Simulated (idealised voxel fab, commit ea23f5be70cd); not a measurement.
process module | voxel capacitor over wiring
cross-section cut | 190 nm wide | cells 5 nm
A cross-section is a grid of square cells, given in bands from the top down. A band is one or more rows of cells.
Each band's line starts with the height of the band's top and of its bottom, in nm. Then come its materials from left to right, each with its width in nm. One material with "throughout" fills the band from edge to edge. "air" is empty space.
Height 0 is the level under which the wafer as received is all one material. The lowest band goes on downwards, as in "0 down".
A width such as "30 to 40" changes by the same amount from each row of cells to the next, from the band's top row to its bottom row.
"no change" after a step means that no cell of the cross-section changed.
closed voids: empty space of 8 cells or more with no open way to the top, each as width x height at its distance from the left edge, in nm
after a step's settings: what the simulator itself notes on the step
overlay nm, on a step with a mask: how far to the right of its planned place the mask lay; to the left if negative
plan
1 op RECEIVE | material Si
2 op CONFORMAL_DEP | material SiO2 | thk nm 10
3 op DIRECTIONAL_DEP | material TiN | thk nm 5
4 op DIRECTIONAL_DEP | material W | thk nm 25
5 op DIRECTIONAL_DEP | material aC | thk nm 5
6 op PATTERN | tone cover | mask id METAL_1 | material resist | width nm 20 | pitch nm 75 | thk nm 30 | overlay nm 0
7 op DIRECTIONAL_ETCH | etch materials aC | depth nm 10
8 op STRIP | etch materials resist
9 op DIRECTIONAL_ETCH | etch materials W | depth nm 25
10 op DIRECTIONAL_ETCH | etch materials TiN | depth nm 5
11 op STRIP | etch materials aC
12 op FILL_DEP | material lowk | thk nm 10
13 op CMP | height nm 40
14 op CONFORMAL_DEP | material SiCN | thk nm 5
15 op DIRECTIONAL_DEP | material lowk | thk nm 15
16 op MASKED_ETCH | tone open | mask id PLUG_1 | width nm 15 | etch materials lowk | depth nm 15 | overlay nm 0
17 op MASKED_ETCH | tone open | mask id PLUG_1 | width nm 15 | etch materials SiCN | depth nm 5 | overlay nm 0
18 op CONFORMAL_DEP | material TiN | thk nm 5
19 op FILL_DEP | material Cu | thk nm 5
20 op CMP | height nm 60
21 op DIRECTIONAL_DEP | material TiN | thk nm 10
22 op DIRECTIONAL_DEP | material SiN | thk nm 5
23 op DIRECTIONAL_DEP | material TiN | thk nm 10
24 op PATTERN | tone cover | mask id UPPER_PLATE | material resist | width nm 60 | thk nm 15 | overlay nm 0
25 op DIRECTIONAL_ETCH | etch materials TiN | depth nm 10
26 op DIRECTIONAL_ETCH | etch materials SiN | depth nm 5
27 op STRIP | etch materials resist
28 op PATTERN | tone cover | mask id LOWER_PLATE | material resist | width nm 70 | thk nm 15 | overlay nm 0
29 op DIRECTIONAL_ETCH | etch materials TiN | depth nm 10
30 op STRIP | etch materials resist
31 op FILL_DEP | material SiO2 | thk nm 20
32 op CMP | height nm 100
33 op MASKED_ETCH | tone open | mask id PLUG_2 | width nm 15 | etch materials SiO2 | depth nm 15 | overlay nm 0
34 op CONFORMAL_DEP | material TiN | thk nm 5
35 op FILL_DEP | material Cu | thk nm 10
36 op CMP | height nm 100
37 op CONFORMAL_DEP | material SiCN | thk nm 5
varied across the wafers: thk nm of step 5. The plan shows the first wafer's value. All wafers start alike
first wafer as received, after step 1
  0 down: Si throughout
  closed voids: none
first wafer at the end, after step 37
  105 to 100: SiCN throughout
  100 to 90: SiO2 60 | TiN 5 | Cu 5 | TiN 5 | SiO2 115
  90 to 85: SiO2 60 | TiN 15 | SiO2 115
  85 to 75: SiO2 50 | TiN 60 | SiO2 80
  75 to 70: SiO2 50 | SiN 60 | SiO2 80
  70 to 60: SiO2 45 | TiN 70 | SiO2 75
  60 to 45: lowk 50 | TiN 5 | Cu 5 | TiN 5 | lowk 125
  45 to 40: SiCN 50 | TiN 15 | SiCN 125
  40 to 15: lowk 45 | W 20 | lowk 55 | W 20 | lowk 50
  15 to 10: lowk 45 | TiN 20 | lowk 55 | TiN 20 | lowk 50
  10 to 0: SiO2 throughout
  0 down: Si throughout
  closed voids: none
last wafer at the end
  105 to 100: SiCN throughout
  100 to 90: SiO2 60 | TiN 5 | Cu 5 | TiN 5 | SiO2 115
  90 to 85: SiO2 60 | TiN 15 | SiO2 115
  85 to 75: SiO2 50 | TiN 60 | SiO2 80
  75 to 70: SiO2 50 | SiN 60 | SiO2 80
  70 to 60: SiO2 45 | TiN 70 | SiO2 75
  60 to 45: lowk 50 | TiN 5 | Cu 5 | TiN 5 | lowk 125
  45 to 40: SiCN 50 | TiN 15 | SiCN 125
  40 to 15: W throughout
  15 to 10: TiN throughout
  10 to 0: SiO2 throughout
  0 down: Si throughout
  closed voids: none
each wafer at the end: cells of each material gained (+) or lost (-) since it was received, then its closed voids
thk nm 5 | +5 Cu | +73 SiCN | +12 SiN | +307 SiO2 | +76 TiN | +40 W | +285 lowk | closed voids: none
thk nm 10 | +5 Cu | +73 SiCN | +12 SiN | +307 SiO2 | +76 TiN | +40 W | +285 lowk | closed voids: none
thk nm 15 | +5 Cu | +73 SiCN | +12 SiN | +307 SiO2 | +106 TiN | +190 W | +105 lowk | closed voids: none
thk nm 20 | +5 Cu | +73 SiCN | +12 SiN | +307 SiO2 | +106 TiN | +190 W | +105 lowk | closed voids: none
thk nm 25 | +5 Cu | +73 SiCN | +12 SiN | +307 SiO2 | +106 TiN | +190 W | +105 lowk | closed voids: none
